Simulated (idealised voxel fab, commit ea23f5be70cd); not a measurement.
Title: Process Module voxel transistor to metal
This is section cut - it's 180 nm across, gridded in 5 nm square cells.
Cross-section format: a grid of square cells, given as bands from top to bottom; each band is one or more rows of cells. Look at the band entry: it leads with the top's height and the bottom's height in nm. Then it lists the materials left to right, with a width in nm for each. The word "everywhere" on a single material says that material fills the band edge to edge. The word "empty" is empty space. Heads up on the height convention: 0 is the point under which the incoming wafer is all one material, and the lowest band has no bottom, it just keeps going down, like "top 0, no bottom". Top row gets the first number, bottom row gets the second, and each row in between changes by the same step: that is how a band width like "30..40" works. Where the words "remained the same" appear for a step, the cross-section shows no cell changed by that step; every cell remained as before. Under "Tabulated closed voids" you'll find the enclosed gaps, the ones with no way out to the top, that are 8 cells or bigger; each reads width x height at distance, with distance counted from the left edge, everything in nm. Where a step's line continues beyond its settings, the continuation is a remark by the simulator itself on that step. The optional step-line setting "overlay nm" applies to steps with a mask and quantifies how far to the right of its planned location the mask lay, a negative value indicating leftward placement.
**These are the steps we planned for the process**
1. RECEIVE: material Si
2. CONFORMAL_DEP: material SiO2, thk nm 5
3. CONFORMAL_DEP: material SiN, thk nm 10
4. PATTERN: tone cover, mask id ACTIVE, material resist, width nm 105, thk nm 20, overlay nm 0
5. DIRECTIONAL_ETCH: etch materials SiN, depth nm 10
6. DIRECTIONAL_ETCH: etch materials SiO2, depth nm 5
7. DIRECTIONAL_ETCH: etch materials Si, depth nm 20
8. STRIP: etch materials resist
9. OXIDIZE: depth nm 5
10. FILL_DEP: material SiO2, thk nm 10
11. CMP: height nm 15
12. SELECTIVE_ETCH: etch materials SiO2, depth nm 5
13. STRIP: etch materials SiN
14. SELECTIVE_ETCH: etch materials SiO2, depth nm 5
15. OXIDIZE: depth nm 5
16. DIRECTIONAL_DEP: material polySi, thk nm 20
17. DIRECTIONAL_DEP: material SiCN, thk nm 10
18. PATTERN: tone cover, mask id GATE, material resist, width nm 25, thk nm 20, overlay nm 0
19. DIRECTIONAL_ETCH: etch materials SiCN, depth nm 20
20. DIRECTIONAL_ETCH: etch materials polySi, depth nm 30
21. STRIP: etch materials resist
22. CONFORMAL_DEP: material SiN, thk nm 10
23. DIRECTIONAL_ETCH: etch materials SiN, depth nm 10
24. DIRECTIONAL_ETCH: etch materials SiO2, depth nm 5
25. DIRECTIONAL_ETCH: etch materials Si, depth nm 10
26. EPI: material nSi, thk nm 10
27. FILL_DEP: material SiO2, thk nm 10
28. CMP: height nm 30
29. DIRECTIONAL_DEP: material SiO2, thk nm 10
30. DIRECTIONAL_DEP: material aC, thk nm 15
31. PATTERN: tone open, mask id CONTACT, material resist, width nm 25, pitch nm 60, thk nm 35, overlay nm 0
32. DIRECTIONAL_ETCH: etch materials aC, depth nm 15
33. STRIP: etch materials resist
34. DIRECTIONAL_ETCH: etch materials SiO2, depth nm 45
35. STRIP: etch materials aC
36. CONFORMAL_DEP: material TiN, thk nm 5
37. FILL_DEP: material Ru, thk nm 10
38. CMP: height nm 40
39. DIRECTIONAL_DEP: material TiN, thk nm 5
40. DIRECTIONAL_DEP: material W, thk nm 25
41. DIRECTIONAL_DEP: material aC, thk nm 15
42. PATTERN: tone cover, mask id METAL_1, material resist, width nm 15, pitch nm 70, thk nm 35, overlay nm 0
43. DIRECTIONAL_ETCH: etch materials aC, depth nm 15
44. STRIP: etch materials resist
45. DIRECTIONAL_ETCH: etch materials W, depth nm 25
46. DIRECTIONAL_ETCH: etch materials TiN, depth nm 5
47. STRIP: etch materials aC
48. CONFORMAL_DEP: material SiN, thk nm 5
49. FILL_DEP: material lowk, thk nm 10
50. CMP: height nm 70
51. CONFORMAL_DEP: material SiCN, thk nm 5
52. DIRECTIONAL_DEP: material lowk, thk nm 30
53. DIRECTIONAL_DEP: material aC, thk nm 15
54. PATTERN: tone open, mask id METAL_2, material resist, width nm 15, pitch nm 70, thk nm 35, overlay nm 0
55. DIRECTIONAL_ETCH: etch materials aC, depth nm 15
56. STRIP: etch materials resist
57. DIRECTIONAL_ETCH: etch materials lowk, depth nm 15
58. STRIP: etch materials aC
59. MASKED_ETCH: tone open, mask id METAL_2_HOLES, width nm 15, pitch nm 70, etch materials lowk, depth nm 15, overlay nm 0
60. MASKED_ETCH: tone open, mask id METAL_2_HOLES, width nm 15, pitch nm 70, etch materials SiCN, depth nm 5, overlay nm 0
61. CONFORMAL_DEP: material TiN, thk nm 5
62. FILL_DEP: material Cu, thk nm 10
63. CMP: height nm 105
64. CONFORMAL_DEP: material SiCN, thk nm 5
**Cross-section of the incoming wafer, state after step 1**
	top 0, no bottom: Si everywhere
	Tabulated closed voids: none
**Final cross-section, module run with one mistake (start and plan as above)**
	top 110, bottom 105: SiCN everywhere
	top 105, bottom 95: lowk: 45; TiN: 5; Cu: 5; TiN: 5; lowk: 55; TiN: 5; Cu: 5; TiN: 5; lowk: 50
	top 95, bottom 90: lowk: 45; TiN: 15; lowk: 55; TiN: 15; lowk: 50
	top 90, bottom 75: aC everywhere
	top 75, bottom 70: SiCN everywhere
	top 70, bottom 45: lowk: 40; SiN: 5; W: 15; SiN: 5; lowk: 45; SiN: 5; W: 15; SiN: 5; lowk: 45
	top 45, bottom 40: SiN: 45; TiN: 15; SiN: 55; TiN: 15; SiN: 50
	top 40, bottom 30: SiO2: 45; TiN: 5; Ru: 15..10; TiN: 5..10; SiO2: 35; TiN: 5..10; Ru: 15..10; TiN: 5; SiO2: 50
	top 30, bottom 20: SiO2: 45; TiN: 5; Ru: 10; TiN: 5; SiN: 10; SiCN: 25; SiN: 10; TiN: 5; Ru: 10; TiN: 5; SiO2: 50
	top 20, bottom 10: SiO2: 45; TiN: 5; Ru: 10; TiN: 5; SiN: 10; polySi: 25; SiN: 10; TiN: 5; Ru: 10; TiN: 5; SiO2: 50
	top 10, bottom 5: SiO2: 45; TiN: 20; SiN: 10; polySi: 25; SiN: 10; TiN: 20; SiO2: 50
	top 5, bottom 0: SiO2: 30; SiN: 10; SiO2: 5; TiN: 10; nSi: 10; SiN: 10; polySi: 25; SiN: 10; nSi: 10; TiN: 10; SiO2: 5; SiN: 10; SiO2: 35
	top 0, bottom -5: SiO2: 45; TiN: 10; nSi: 10; SiO2: 45; nSi: 10; TiN: 10; SiO2: 50
	top -5, bottom -15: SiO2: 40; nSi: 25; Si: 45; nSi: 25; SiO2: 45
	top -15, bottom -25: SiO2: 40; Si: 95; SiO2: 45
	top -25, no bottom: Si everywhere
	Tabulated closed voids: none
Misprocessing identified: steps 52 and 53 of the plan were each performed in the slot designated for the other
